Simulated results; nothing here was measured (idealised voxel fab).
Process module in this document: voxel quadruple lines
This is section cut - it's 180 nm across, gridded in 5 nm square cells.
Heads up, the way a cross-section reads in here is a grid of square cells, handed over as bands from the top down, with every band being one or more rows of cells.
Quick guide to a band line: top height, bottom height (nm) up front; then every material left to right with its width in nm. Only one material and it's marked "edge to edge"? Then it fills the band edge to edge. And "empty" just means empty space.
Height datum 0, below which the as-received substrate wafer is one material. Lowest band open at the bottom, running downward: "0 nm and below".
With a width like "30->40", each row of cells in the band differs from the next by the same amount, the top row carrying the first number and the bottom row the second.
"remained the same" (step): cross-section cells unchanged, all of them.
The entry "Cavities, sealed" lists the empty spaces that cover at least 8 cells and have no open path to the top. Each is written as width x height at distance, where the distance is measured from the left edge and all three values are in nm.
Heads up: the bit after the settings on a step's line is the simulator's remark on that step.
A step's line can hold "overlay nm"; with a mask on that step, the setting says how far right of the planned place the mask lay, while a negative setting says it lay to the left.

-- Steps in the process plan
1,RECEIVE [material Si]
2,CONFORMAL_DEP [material Al2O3] [thk nm 5]
3,DIRECTIONAL_DEP [material TiN] [thk nm 10]
4,DIRECTIONAL_DEP [material polySi] [thk nm 15]
5,DIRECTIONAL_DEP [material aC] [thk nm 25]
6,PATTERN [tone cover] [mask id MANDREL] [material resist] [width nm 15] [thk nm 35] [overlay nm 0]
7,DIRECTIONAL_ETCH [etch materials aC] [depth nm 25]
8,STRIP [etch materials resist]
9,CONFORMAL_DEP [material SiO2] [thk nm 15]
10,DIRECTIONAL_ETCH [etch materials SiO2] [depth nm 15]
11,STRIP [etch materials aC]
12,DIRECTIONAL_ETCH [etch materials polySi] [depth nm 15]
13,STRIP [etch materials SiO2]
14,CONFORMAL_DEP [material SiCN] [thk nm 5]
15,DIRECTIONAL_ETCH [etch materials SiCN] [depth nm 5]
16,STRIP [etch materials polySi]
17,DIRECTIONAL_ETCH [etch materials TiN] [depth nm 10]
18,STRIP [etch materials SiCN]
Same starting wafers, different width nm at step 6. Plan value belongs to the first wafer.

-- As received, i.e. after step 1: cross-section through the first of several wafers
- 0 nm and below | Si edge to edge
- Cavities, sealed: none

-- Tabulated below, wafer by wafer, are the end-of-module results: for each material, the number of cells gained (+) or lost (-) relative to the as-received state, followed by the closed voids
width nm 15; +36 Al2O3; +8 TiN; Cavities, sealed: none
width nm 20; +36 Al2O3; +8 TiN; Cavities, sealed: none
width nm 25; +36 Al2O3; +8 TiN; Cavities, sealed: none
width nm 30; +36 Al2O3; +8 TiN; Cavities, sealed: none
width nm 35; +36 Al2O3; +8 TiN; Cavities, sealed: none
width nm 40; +36 Al2O3; +8 TiN; Cavities, sealed: none
